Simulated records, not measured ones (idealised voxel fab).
Process module, titled voxel trench capacitor
Cross-section cut spans 300 nm and uses square cells 5 nm in size.
Just so we're on the same page, the cross-sections are grids of square cells, and they're listed out in bands top to bottom, each band one or more rows deep. For a band, the entry starts with two heights in nm, that of the top and then that of the bottom, and carries on with the band's materials in order from left to right, each alongside its width in nm; the word "edge to edge" beside a single material means it fills the band edge to edge, and "blank" means empty space. Below 0: as-received wafer, all one material; heights counted from there. Lowest band: no bottom, goes on down, written "0 down". It should be noted that a width expressed as "30..40" varies in equal increments from row to row of cells within the band, taking the value of the first number at the top row and that of the second number at the bottom row. No cell of the cross-section changed in a step that is given as "no alteration". You'll see "Fully enclosed voids" listing empty spaces that have no way open to the top, as long as they're 8 cells or more; the notation is width x height at distance, where the distance is from the left edge, and all of it is in nm. Past the settings on a step's line: simulator remark, on that step. overlay nm: right-of-plan distance of the mask on a masked step; negative values mean left-of-plan. Each pair below shows a cross-section before one step and the cross-section after it, down to the lowest band that changed. The line under each pair gives the step between them, with its settings. The pairs can come from different runs of this module on the same starting wafer, so a pair continues from the pair above only where its "Geometry before processing" says so.
Geometry before processing
- 10 to 0 = SiN edge to edge
- 0 down = Si edge to edge
- Fully enclosed voids: none
Post-Process Section
- 30 to 10 = 80 nm blank, then 15 nm resist, then 25 nm blank, then 15 nm resist, then 25 nm blank, then 15 nm resist, then 25 nm blank, then 15 nm resist, then 85 nm blank
- Below 10, the layers are the same as they were.
- Fully enclosed voids: none
The step that takes the structure from the upper cross-section to the lower one is PATTERN,tone cover,mask id TRENCH,material resist,width nm 15,pitch nm 40,thk nm 20,overlay nm 0
Geometry before processing: carried over from the after image of the pair right above.
Post-Process Section
- 30 to 10 = 80 nm blank, then 15 nm resist, then 25 nm blank, then 15 nm resist, then 25 nm blank, then 15 nm resist, then 25 nm blank, then 15 nm resist, then 85 nm blank
- 10 to 0 = 80 nm blank, then 15 nm SiN, then 25 nm blank, then 15 nm SiN, then 25 nm blank, then 15 nm SiN, then 25 nm blank, then 15 nm SiN, then 85 nm blank
- Below 0, the layers are the same as they were.
- Fully enclosed voids: none
The step that takes the structure from the upper cross-section to the lower one is DIRECTIONAL_ETCH,etch materials SiN,depth nm 10
Geometry before processing: carried over from the after image of the pair right above.
Post-Process Section
- 30 to 10 = 80 nm blank, then 15 nm resist, then 25 nm blank, then 15 nm resist, then 25 nm blank, then 15 nm resist, then 25 nm blank, then 15 nm resist, then 85 nm blank
- 10 to 0 = 80 nm blank, then 15 nm SiN, then 25 nm blank, then 15 nm SiN, then 25 nm blank, then 15 nm SiN, then 25 nm blank, then 15 nm SiN, then 85 nm blank
- 0 to -25 = 80 nm blank, then 15 nm Si, then 25 nm blank, then 15 nm Si, then 25 nm blank, then 15 nm Si, then 25 nm blank, then 15 nm Si, then 85 nm blank
- Below -25, the layers are the same as they were.
- Fully enclosed voids: none
The step that takes the structure from the upper cross-section to the lower one is DIRECTIONAL_ETCH,etch materials Si,depth nm 25
Geometry before processing: carried over from the after image of the pair right above.
Post-Process Section
- 10 to 0 = 80 nm blank, then 15 nm SiN, then 25 nm blank, then 15 nm SiN, then 25 nm blank, then 15 nm SiN, then 25 nm blank, then 15 nm SiN, then 85 nm blank
- Below 0, the layers are the same as they were.
- Fully enclosed voids: none
The step that takes the structure from the upper cross-section to the lower one is STRIP,etch materials resist
Geometry before processing: carried over from the after image of the pair right above.
Post-Process Section
- 15 to 10 = 75 nm blank, then 25 nm Al2O3, then 15 nm blank, then 25 nm Al2O3, then 15 nm blank, then 25 nm Al2O3, then 15 nm blank, then 25 nm Al2O3, then 80 nm blank
- 10 to 0 = 75 nm blank, then 5 nm Al2O3, then 15 nm SiN, then 5 nm Al2O3, then 15 nm blank, then 5 nm Al2O3, then 15 nm SiN, then 5 nm Al2O3, then 15 nm blank, then 5 nm Al2O3, then 15 nm SiN, then 5 nm Al2O3, then 15 nm blank, then 5 nm Al2O3, then 15 nm SiN, then 5 nm Al2O3, then 80 nm blank
- 0 to -20 = 75 nm blank, then 5 nm Al2O3, then 15 nm Si, then 5 nm Al2O3, then 15 nm blank, then 5 nm Al2O3, then 15 nm Si, then 5 nm Al2O3, then 15 nm blank, then 5 nm Al2O3, then 15 nm Si, then 5 nm Al2O3, then 15 nm blank, then 5 nm Al2O3, then 15 nm Si, then 5 nm Al2O3, then 80 nm blank
- -20 to -25 = 80 nm Al2O3, then 15 nm Si, then 25 nm Al2O3, then 15 nm Si, then 25 nm Al2O3, then 15 nm Si, then 25 nm Al2O3, then 15 nm Si, then 85 nm Al2O3
- Below -25, the layers are the same as they were.
- Fully enclosed voids: none
The step that takes the structure from the upper cross-section to the lower one is CONFORMAL_DEP,material Al2O3,thk nm 5
Geometry before processing: carried over from the after image of the pair right above.
Post-Process Section
- 20 to 15 = polySi edge to edge
- 15 to 10 = 75 nm polySi, then 25 nm Al2O3, then 15 nm polySi, then 25 nm Al2O3, then 15 nm polySi, then 25 nm Al2O3, then 15 nm polySi, then 25 nm Al2O3, then 80 nm polySi
- 10 to 0 = 75 nm polySi, then 5 nm Al2O3, then 15 nm SiN, then 5 nm Al2O3, then 15 nm polySi, then 5 nm Al2O3, then 15 nm SiN, then 5 nm Al2O3, then 15 nm polySi, then 5 nm Al2O3, then 15 nm SiN, then 5 nm Al2O3, then 15 nm polySi, then 5 nm Al2O3, then 15 nm SiN, then 5 nm Al2O3, then 80 nm polySi
- 0 to -20 = 75 nm polySi, then 5 nm Al2O3, then 15 nm Si, then 5 nm Al2O3, then 15 nm polySi, then 5 nm Al2O3, then 15 nm Si, then 5 nm Al2O3, then 15 nm polySi, then 5 nm Al2O3, then 15 nm Si, then 5 nm Al2O3, then 15 nm polySi, then 5 nm Al2O3, then 15 nm Si, then 5 nm Al2O3, then 80 nm polySi
- Below -20, the layers are the same as they were.
- Fully enclosed voids: none
The step that takes the structure from the upper cross-section to the lower one is FILL_DEP,material polySi,thk nm 5
Geometry before processing: carried over from the after image of the pair right above.
Post-Process Section
- 10 to 0 = 75 nm polySi, then 5 nm Al2O3, then 15 nm SiN, then 5 nm Al2O3, then 15 nm polySi, then 5 nm Al2O3, then 15 nm SiN, then 5 nm Al2O3, then 15 nm polySi, then 5 nm Al2O3, then 15 nm SiN, then 5 nm Al2O3, then 15 nm polySi, then 5 nm Al2O3, then 15 nm SiN, then 5 nm Al2O3, then 80 nm polySi
- Below 0, the layers are the same as they were.
- Fully enclosed voids: none
The step that takes the structure from the upper cross-section to the lower one is CMP,height nm 10
